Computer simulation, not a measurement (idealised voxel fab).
Herein follows the process module entitled voxel wiring stack.
cross-section cut | 270 nm wide | cells 5 nm
Format of a cross-section: grid, square cells. Given as bands. Order: top down. Band: one or more rows of cells. A band entry consists of two parts. The first gives the height of the band's top and the height of its bottom, in nm. The rest lists the band's materials from left to right, each with its width in nm. A single material labelled with the word "all across" fills the band from edge to edge, and the word "air" marks empty space. Measure heights from 0. That's the level where, below it, the as-received wafer is all one material. The lowest band is bottomless and extends downward; write it as in "0 down". It should be noted that a width expressed as "30 to 40" varies in equal increments from row to row of cells within the band, taking the value of the first number at the top row and that of the second number at the bottom row. What does "no modification" mean for a step? It means no cell of the cross-section changed in that step. Heads up: "Completely sealed voids" only lists the empty pockets with no open path to the top that are 8 cells or more, and it writes them as width x height at distance, distance from the left edge, in nm. If you see something after the settings on a step's line, that's the simulator's own remark about that step. overlay nm: where the mask lay relative to plan, measured to the right, on steps with a mask; negatives go left.
**This section lists the process steps that were planned**
- 1: RECEIVE, material Si
- 2: CONFORMAL_DEP, material SiO2, thk nm 10
- 3: CONFORMAL_DEP, material SiCN, thk nm 5
- 4: DIRECTIONAL_DEP, material SiO2, thk nm 20
- 5: DIRECTIONAL_DEP, material aC, thk nm 10
- 6: PATTERN, tone open, mask id METAL_1, material resist, width nm 20, pitch nm 45, thk nm 30, overlay nm 0
- 7: DIRECTIONAL_ETCH, etch materials aC, depth nm 10
- 8: STRIP, etch materials resist
- 9: DIRECTIONAL_ETCH, etch materials SiO2, depth nm 20
- 10: DIRECTIONAL_ETCH, etch materials SiCN, depth nm 5
- 11: STRIP, etch materials aC
- 12: CONFORMAL_DEP, material TiN, thk nm 5
- 13: FILL_DEP, material Cu, thk nm 10
- 14: CMP, height nm 35
- 15: EPI, material Ru, thk nm 5
- 16: FILL_DEP, material SiCN, thk nm 5
- 17: DIRECTIONAL_DEP, material SiO2, thk nm 20
- 18: PATTERN, tone open, mask id PLUG_1, material resist, width nm 15, thk nm 15, overlay nm 0
- 19: DIRECTIONAL_ETCH, etch materials SiO2, depth nm 20
- 20: DIRECTIONAL_ETCH, etch materials SiCN, depth nm 5
- 21: STRIP, etch materials resist
- 22: CONFORMAL_DEP, material TiN, thk nm 5
- 23: FILL_DEP, material Ru, thk nm 5
- 24: CMP, height nm 65
- 25: DIRECTIONAL_DEP, material TiN, thk nm 5
- 26: DIRECTIONAL_DEP, material Ru, thk nm 25
- 27: MASKED_ETCH, tone cover, mask id METAL_2, width nm 20, pitch nm 45, etch materials Ru, depth nm 25, overlay nm 0
- 28: MASKED_ETCH, tone cover, mask id METAL_2, width nm 20, pitch nm 45, etch materials TiN, depth nm 5, overlay nm 0
- 29: CONFORMAL_DEP, material SiN, thk nm 5
- 30: FILL_DEP, material lowk, thk nm 5
- 31: CMP, height nm 95
- 32: CONFORMAL_DEP, material SiCN, thk nm 5
- 33: DIRECTIONAL_DEP, material SiO2, thk nm 15
- 34: PATTERN, tone open, mask id PLUG_2, material resist, width nm 15, pitch nm 45, thk nm 15, overlay nm 0
- 35: DIRECTIONAL_ETCH, etch materials SiO2, depth nm 15
- 36: DIRECTIONAL_ETCH, etch materials SiCN, depth nm 5
- 37: STRIP, etch materials resist
- 38: CONFORMAL_DEP, material TiN, thk nm 5
- 39: FILL_DEP, material Ru, thk nm 10
- 40: CMP, height nm 115
- 41: DIRECTIONAL_DEP, material TiN, thk nm 5
- 42: DIRECTIONAL_DEP, material Ru, thk nm 15
- 43: MASKED_ETCH, tone cover, mask id METAL_3, width nm 20, pitch nm 45, etch materials Ru, depth nm 15, overlay nm 0
- 44: MASKED_ETCH, tone cover, mask id METAL_3, width nm 20, pitch nm 45, etch materials TiN, depth nm 5, overlay nm -15
- 45: CONFORMAL_DEP, material SiCN, thk nm 5
- 46: FILL_DEP, material SiO2, thk nm 10
- 47: CMP, height nm 135
- 48: CONFORMAL_DEP, material SiCN, thk nm 5
Wafer-to-wafer difference: overlay nm, step 44. Common start. Plan = first wafer's value.
**Received condition of the first of several wafers, sectioned: post-step 1**
	0 down: Si all across
	Completely sealed voids: none
**The first of several wafers, seen in cross-section after the module's last step, step 48**
	140 to 135: SiCN all across
	135 to 125: SiO2 (95), SiCN (5), Ru (20), SiCN (5), SiO2 (15), SiCN (5), Ru (20), SiCN (5), SiO2 (100)
	125 to 120: SiO2 (80), SiCN (20), Ru (20), SiCN (25), Ru (20), SiCN (5), SiO2 (100)
	120 to 115: SiCN (85), TiN (35), SiCN (10), TiN (35), SiCN (105)
	115 to 100: SiO2 (100), TiN (5), Ru (5), TiN (5), SiO2 (30), TiN (5), Ru (5), TiN (5), SiO2 (110)
	100 to 95: SiCN (100), TiN (15), SiCN (30), TiN (15), SiCN (110)
	95 to 70: lowk (95), SiN (5), Ru (20), SiN (5), lowk (15), SiN (5), Ru (20), SiN (5), lowk (100)
	70 to 65: SiN (100), TiN (20), SiN (25), TiN (20), SiN (105)
	65 to 45: SiO2 (100), TiN (5), Ru (5), TiN (5), SiO2 (155)
	45 to 40: SiCN (100), TiN (15), SiCN (155)
	40 to 35: SiCN (95), Ru (30), SiCN (15), Ru (30), SiCN (100)
	35 to 15: SiO2 (100), TiN (5), Cu (10), TiN (5), SiO2 (25), TiN (5), Cu (10), TiN (5), SiO2 (105)
	15 to 10: SiCN (100), TiN (20), SiCN (25), TiN (20), SiCN (105)
	10 to 0: SiO2 all across
	0 down: Si all across
	Completely sealed voids: none
**X-section, last wafer, module end**
	140 to 135: SiCN all across
	135 to 125: SiO2 (95), SiCN (5), Ru (20), SiCN (5), SiO2 (15), SiCN (5), Ru (20), SiCN (5), SiO2 (100)
	125 to 120: SiO2 (95), SiCN (5), Ru (20), SiCN (25), Ru (20), SiCN (20), SiO2 (85)
	120 to 115: SiCN (100), TiN (35), SiCN (10), TiN (35), SiCN (90)
	115 to 100: SiO2 (100), TiN (5), Ru (5), TiN (5), SiO2 (30), TiN (5), Ru (5), TiN (5), SiO2 (110)
	100 to 95: SiCN (100), TiN (15), SiCN (30), TiN (15), SiCN (110)
	95 to 70: lowk (95), SiN (5), Ru (20), SiN (5), lowk (15), SiN (5), Ru (20), SiN (5), lowk (100)
	70 to 65: SiN (100), TiN (20), SiN (25), TiN (20), SiN (105)
	65 to 45: SiO2 (100), TiN (5), Ru (5), TiN (5), SiO2 (155)
	45 to 40: SiCN (100), TiN (15), SiCN (155)
	40 to 35: SiCN (95), Ru (30), SiCN (15), Ru (30), SiCN (100)
	35 to 15: SiO2 (100), TiN (5), Cu (10), TiN (5), SiO2 (25), TiN (5), Cu (10), TiN (5), SiO2 (105)
	15 to 10: SiCN (100), TiN (20), SiCN (25), TiN (20), SiCN (105)
	10 to 0: SiO2 all across
	0 down: Si all across
	Completely sealed voids: none
**The table below has one row for each wafer; a row shows, as of the end of the module, how many cells of each material the wafer has gained, marked (+), or lost, marked (-), since it was received, and then the wafer's closed voids**
overlay nm -15, +16 Cu, +86 Ru, +299 SiCN, +66 SiN, +760 SiO2, +75 TiN, +210 lowk, Completely sealed voids: none
overlay nm -10, +16 Cu, +86 Ru, +299 SiCN, +66 SiN, +762 SiO2, +73 TiN, +210 lowk, Completely sealed voids: none
overlay nm -5, +16 Cu, +86 Ru, +299 SiCN, +66 SiN, +764 SiO2, +71 TiN, +210 lowk, Completely sealed voids: none
overlay nm 0, +16 Cu, +86 Ru, +299 SiCN, +66 SiN, +766 SiO2, +69 TiN, +210 lowk, Completely sealed voids: none
overlay nm 5, +16 Cu, +86 Ru, +299 SiCN, +66 SiN, +764 SiO2, +71 TiN, +210 lowk, Completely sealed voids: none
overlay nm 10, +16 Cu, +86 Ru, +299 SiCN, +66 SiN, +762 SiO2, +73 TiN, +210 lowk, Completely sealed voids: none
overlay nm 15, +16 Cu, +86 Ru, +299 SiCN, +66 SiN, +760 SiO2, +75 TiN, +210 lowk, Completely sealed voids: none
